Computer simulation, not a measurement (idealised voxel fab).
The document below concerns the process module designated voxel self aligned vias.
It is cross-section cut that appears here, measuring 260 nm in width, its square cells being 5 nm in size.
For the purposes of this document, a cross-section shall be understood as a grid of square cells, specified as bands listed in top-to-bottom order, each band consisting of one or more rows of cells.
The entry gives the band's vertical extent as a top height and a bottom height in nm, then its horizontal make-up as materials from left to right, each with a width in nm. "blank" stands for empty space; a single material marked "full width" fills the band edge to edge.
We count height from 0. Below that, the starting wafer is all one material. The lowest band never ends at the bottom but goes on down; see "0 -> down" for how that is written.
When a width is written as two numbers, as in "30 to 40", the first number is the width in the top row of cells of the band and the second is the width in its bottom row, and the width changes by the same amount from each row to the next.
Given "all unchanged" for a step, no cell of the cross-section differs between before and after that step.
Reported under the label "Enclosed void entries" are the empty spaces having no open way to the top and comprising 8 cells or more; the notation for each is width x height at distance, in which the distance is measured from the left edge and all three values are in nm.
If you see something after the settings on a step's line, that's the simulator's own remark about that step.
A step line may carry the setting "overlay nm", which, for steps involving a mask, states the distance by which the mask lay to the right of its intended position; negative values denote displacement to the left.
Here's what the planned process steps look like
1. RECEIVE with material Si
2. CONFORMAL_DEP with material SiO2, thk nm 15
3. CONFORMAL_DEP with material SiCN, thk nm 5
4. DIRECTIONAL_DEP with material lowk, thk nm 25
5. DIRECTIONAL_DEP with material aC, thk nm 10
6. PATTERN with tone open, mask id LINES, material resist, width nm 30, pitch nm 65, thk nm 25, overlay nm 0
7. DIRECTIONAL_ETCH with etch materials aC, depth nm 10
8. STRIP with etch materials resist
9. DIRECTIONAL_ETCH with etch materials lowk, depth nm 25
10. STRIP with etch materials aC
11. CONFORMAL_DEP with material TiN, thk nm 5
12. FILL_DEP with material W, thk nm 5
13. CMP with height nm 45
14. SELECTIVE_ETCH with etch materials W Ru TiN, depth nm 10
15. FILL_DEP with material SiN, thk nm 10
16. CMP with height nm 45
17. DIRECTIONAL_DEP with material lowk, thk nm 15
18. PATTERN with tone open, mask id VIAS, material resist, width nm 50, pitch nm 65, thk nm 15, overlay nm 0
19. DIRECTIONAL_ETCH with etch materials lowk, depth nm 15
20. DIRECTIONAL_ETCH with etch materials SiN, depth nm 10
21. STRIP with etch materials resist
22. CONFORMAL_DEP with material TiN, thk nm 5
23. FILL_DEP with material Ru, thk nm 10
24. CMP with height nm 60
25. CONFORMAL_DEP with material SiCN, thk nm 5
The first of the two wafers, which ran as planned
Shown in cross-section is the wafer as received, that is, as it stands after step 1
  0 -> down  Si full width
  Enclosed void entries: none
Presented here is a cross-section of the wafer after step 2 has been performed
  15 -> 0  SiO2 full width
  For the remainder of the cross-section, below 0, there is no change.
Presented here is a cross-section of the wafer after step 3 has been performed
  20 -> 15  SiCN full width
  For the remainder of the cross-section, below 15, there is no change.
Presented here is a cross-section of the wafer after step 4 has been performed
  45 -> 20  lowk full width
  For the remainder of the cross-section, below 20, there is no change.
Presented here is a cross-section of the wafer after step 5 has been performed
  55 -> 45  aC full width
  For the remainder of the cross-section, below 45, there is no change.
Presented here is a cross-section of the wafer after step 6 has been performed
  80 -> 55  resist=80, then blank=30, then resist=35, then blank=30, then resist=85
  For the remainder of the cross-section, below 55, there is no change.
Presented here is a cross-section of the wafer after step 7 has been performed
  70 -> 55  resist=80, then blank=30, then resist=35, then blank=30, then resist=85
  55 -> 45  aC=80, then blank=30, then aC=35, then blank=30, then aC=85
  For the remainder of the cross-section, below 45, there is no change.
Presented here is a cross-section of the wafer after step 8 has been performed
  55 -> 45  aC=80, then blank=30, then aC=35, then blank=30, then aC=85
  For the remainder of the cross-section, below 45, there is no change.
Presented here is a cross-section of the wafer after step 9 has been performed
  55 -> 45  aC=80, then blank=30, then aC=35, then blank=30, then aC=85
  45 -> 20  lowk=80, then blank=30, then lowk=35, then blank=30, then lowk=85
  For the remainder of the cross-section, below 20, there is no change.
Presented here is a cross-section of the wafer after step 10 has been performed
  45 -> 20  lowk=80, then blank=30, then lowk=35, then blank=30, then lowk=85
  For the remainder of the cross-section, below 20, there is no change.
Presented here is a cross-section of the wafer after step 11 has been performed
  50 -> 45  TiN=85, then blank=20, then TiN=45, then blank=20, then TiN=90
  45 -> 25  lowk=80, then TiN=5, then blank=20, then TiN=5, then lowk=35, then TiN=5, then blank=20, then TiN=5, then lowk=85
  25 -> 20  lowk=80, then TiN=30, then lowk=35, then TiN=30, then lowk=85
  For the remainder of the cross-section, below 20, there is no change.
Presented here is a cross-section of the wafer after step 12 has been performed
  55 -> 50  W full width
  50 -> 45  TiN=85, then W=20, then TiN=45, then W=20, then TiN=90
  45 -> 25  lowk=80, then TiN=5, then W=20, then TiN=5, then lowk=35, then TiN=5, then W=20, then TiN=5, then lowk=85
  For the remainder of the cross-section, below 25, there is no change.
Presented here is a cross-section of the wafer after step 13 has been performed
  45 -> 25  lowk=80, then TiN=5, then W=20, then TiN=5, then lowk=35, then TiN=5, then W=20, then TiN=5, then lowk=85
  For the remainder of the cross-section, below 25, there is no change.
Presented here is a cross-section of the wafer after step 14 has been performed
  45 -> 35  lowk=80, then blank=30, then lowk=35, then blank=30, then lowk=85
  For the remainder of the cross-section, below 35, there is no change.
Presented here is a cross-section of the wafer after step 15 has been performed
  55 -> 45  SiN full width
  45 -> 35  lowk=80, then SiN=30, then lowk=35, then SiN=30, then lowk=85
  For the remainder of the cross-section, below 35, there is no change.
Presented here is a cross-section of the wafer after step 16 has been performed
  45 -> 35  lowk=80, then SiN=30, then lowk=35, then SiN=30, then lowk=85
  For the remainder of the cross-section, below 35, there is no change.
Presented here is a cross-section of the wafer after step 17 has been performed
  60 -> 45  lowk full width
  For the remainder of the cross-section, below 45, there is no change.
Presented here is a cross-section of the wafer after step 18 has been performed
  75 -> 60  resist=70, then blank=50, then resist=15, then blank=50, then resist=75
  For the remainder of the cross-section, below 60, there is no change.
Presented here is a cross-section of the wafer after step 19 has been performed
  75 -> 60  resist=70, then blank=50, then resist=15, then blank=50, then resist=75
  60 -> 45  lowk=70, then blank=50, then lowk=15, then blank=50, then lowk=75
  For the remainder of the cross-section, below 45, there is no change.
Presented here is a cross-section of the wafer after step 20 has been performed
  75 -> 60  resist=70, then blank=50, then resist=15, then blank=50, then resist=75
  60 -> 45  lowk=70, then blank=50, then lowk=15, then blank=50, then lowk=75
  45 -> 35  lowk=80, then blank=30, then lowk=35, then blank=30, then lowk=85
  For the remainder of the cross-section, below 35, there is no change.
Presented here is a cross-section of the wafer after step 21 has been performed
  60 -> 45  lowk=70, then blank=50, then lowk=15, then blank=50, then lowk=75
  For the remainder of the cross-section, below 45, there is no change.
Presented here is a cross-section of the wafer after step 22 has been performed
  65 -> 60  TiN=75, then blank=40, then TiN=25, then blank=40, then TiN=80
  60 -> 50  lowk=70, then TiN=5, then blank=40, then TiN=5, then lowk=15, then TiN=5, then blank=40, then TiN=5, then lowk=75
  50 -> 40  lowk=70 to 80, then TiN=15 to 5, then blank=20, then TiN=15 to 5, then lowk=15 to 35, then TiN=15 to 5, then blank=20, then TiN=15 to 5, then lowk=75 to 85
  40 -> 35  lowk=80, then TiN=30, then lowk=35, then TiN=30, then lowk=85
  For the remainder of the cross-section, below 35, there is no change.
Presented here is a cross-section of the wafer after step 23 has been performed
  75 -> 65  Ru full width
  65 -> 60  TiN=75, then Ru=40, then TiN=25, then Ru=40, then TiN=80
  60 -> 50  lowk=70, then TiN=5, then Ru=40, then TiN=5, then lowk=15, then TiN=5, then Ru=40, then TiN=5, then lowk=75
  50 -> 40  lowk=70 to 80, then TiN=15 to 5, then Ru=20, then TiN=15 to 5, then lowk=15 to 35, then TiN=15 to 5, then Ru=20, then TiN=15 to 5, then lowk=75 to 85
  For the remainder of the cross-section, below 40, there is no change.
Presented here is a cross-section of the wafer after step 24 has been performed
  60 -> 50  lowk=70, then TiN=5, then Ru=40, then TiN=5, then lowk=15, then TiN=5, then Ru=40, then TiN=5, then lowk=75
  For the remainder of the cross-section, below 50, there is no change.
Presented here is a cross-section of the wafer after step 25 has been performed
  65 -> 60  SiCN full width
  For the remainder of the cross-section, below 60, there is no change.
Second wafer, same starting state and plan as the first, one mistake in the run, identical through step 2
Here is the second wafer in cross-section at the point where step 3 of the plan should have been done
  40 -> 15  lowk full width
  For the remainder of the cross-section, below 15, there is no change.
Here is the second wafer in cross-section at the point where step 4 of the plan should have been done
  45 -> 40  SiCN full width
  For the remainder of the cross-section, below 40, there is no change.
Here is the second wafer in cross-section at the point where step 5 of the plan should have been done
  55 -> 45  aC full width
  For the remainder of the cross-section, below 45, there is no change.
Here is the second wafer in cross-section at the point where step 6 of the plan should have been done
  80 -> 55  resist=80, then blank=30, then resist=35, then blank=30, then resist=85
  For the remainder of the cross-section, below 55, there is no change.
Here is the second wafer in cross-section at the point where step 7 of the plan should have been done
  70 -> 55  resist=80, then blank=30, then resist=35, then blank=30, then resist=85
  55 -> 45  aC=80, then blank=30, then aC=35, then blank=30, then aC=85
  For the remainder of the cross-section, below 45, there is no change.
Here is the second wafer in cross-section at the point where step 8 of the plan should have been done
  55 -> 45  aC=80, then blank=30, then aC=35, then blank=30, then aC=85
  For the remainder of the cross-section, below 45, there is no change.
Here is the second wafer in cross-section at the point where step 9 of the plan should have been done: all unchanged
Here is the second wafer in cross-section at the point where step 10 of the plan should have been done
  45 -> 40  SiCN full width
  For the remainder of the cross-section, below 40, there is no change.
Here is the second wafer in cross-section at the point where step 11 of the plan should have been done
  50 -> 45  TiN full width
  For the remainder of the cross-section, below 45, there is no change.
Here is the second wafer in cross-section at the point where step 12 of the plan should have been done
  55 -> 50  W full width
  For the remainder of the cross-section, below 50, there is no change.
Here is the second wafer in cross-section at the point where step 13 of the plan should have been done
  45 -> 40  SiCN full width
  For the remainder of the cross-section, below 40, there is no change.
Here is the second wafer in cross-section at the point where step 14 of the plan should have been done: all unchanged
Here is the second wafer in cross-section at the point where step 15 of the plan should have been done
  55 -> 45  SiN full width
  For the remainder of the cross-section, below 45, there is no change.
Here is the second wafer in cross-section at the point where step 16 of the plan should have been done
  45 -> 40  SiCN full width
  For the remainder of the cross-section, below 40, there is no change.
Here is the second wafer in cross-section at the point where step 17 of the plan should have been done
  60 -> 45  lowk full width
  For the remainder of the cross-section, below 45, there is no change.
Here is the second wafer in cross-section at the point where step 18 of the plan should have been done
  75 -> 60  resist=70, then blank=50, then resist=15, then blank=50, then resist=75
  For the remainder of the cross-section, below 60, there is no change.
Here is the second wafer in cross-section at the point where step 19 of the plan should have been done
  75 -> 60  resist=70, then blank=50, then resist=15, then blank=50, then resist=75
  60 -> 45  lowk=70, then blank=50, then lowk=15, then blank=50, then lowk=75
  For the remainder of the cross-section, below 45, there is no change.
Here is the second wafer in cross-section at the point where step 20 of the plan should have been done: all unchanged
Here is the second wafer in cross-section at the point where step 21 of the plan should have been done
  60 -> 45  lowk=70, then blank=50, then lowk=15, then blank=50, then lowk=75
  For the remainder of the cross-section, below 45, there is no change.
Here is the second wafer in cross-section at the point where step 22 of the plan should have been done
  65 -> 60  TiN=75, then blank=40, then TiN=25, then blank=40, then TiN=80
  60 -> 50  lowk=70, then TiN=5, then blank=40, then TiN=5, then lowk=15, then TiN=5, then blank=40, then TiN=5, then lowk=75
  50 -> 45  lowk=70, then TiN=50, then lowk=15, then TiN=50, then lowk=75
  For the remainder of the cross-section, below 45, there is no change.
Here is the second wafer in cross-section at the point where step 23 of the plan should have been done
  75 -> 65  Ru full width
  65 -> 60  TiN=75, then Ru=40, then TiN=25, then Ru=40, then TiN=80
  60 -> 50  lowk=70, then TiN=5, then Ru=40, then TiN=5, then lowk=15, then TiN=5, then Ru=40, then TiN=5, then lowk=75
  For the remainder of the cross-section, below 50, there is no change.
Here is the second wafer in cross-section at the point where step 24 of the plan should have been done
  60 -> 50  lowk=70, then TiN=5, then Ru=40, then TiN=5, then lowk=15, then TiN=5, then Ru=40, then TiN=5, then lowk=75
  For the remainder of the cross-section, below 50, there is no change.
Here is the second wafer in cross-section at the point where step 25 of the plan should have been done
  65 -> 60  SiCN full width
  For the remainder of the cross-section, below 60, there is no change.
In executing the process, a mistake was made relative to the plan: deviation from plan: step 4 and step 3 executed in one another's positions
FYI, end of process, the second wafer has more or fewer cells of some materials than the first: 16 fewer of Ru | 28 fewer of TiN | 16 fewer of W | 60 more of lowk
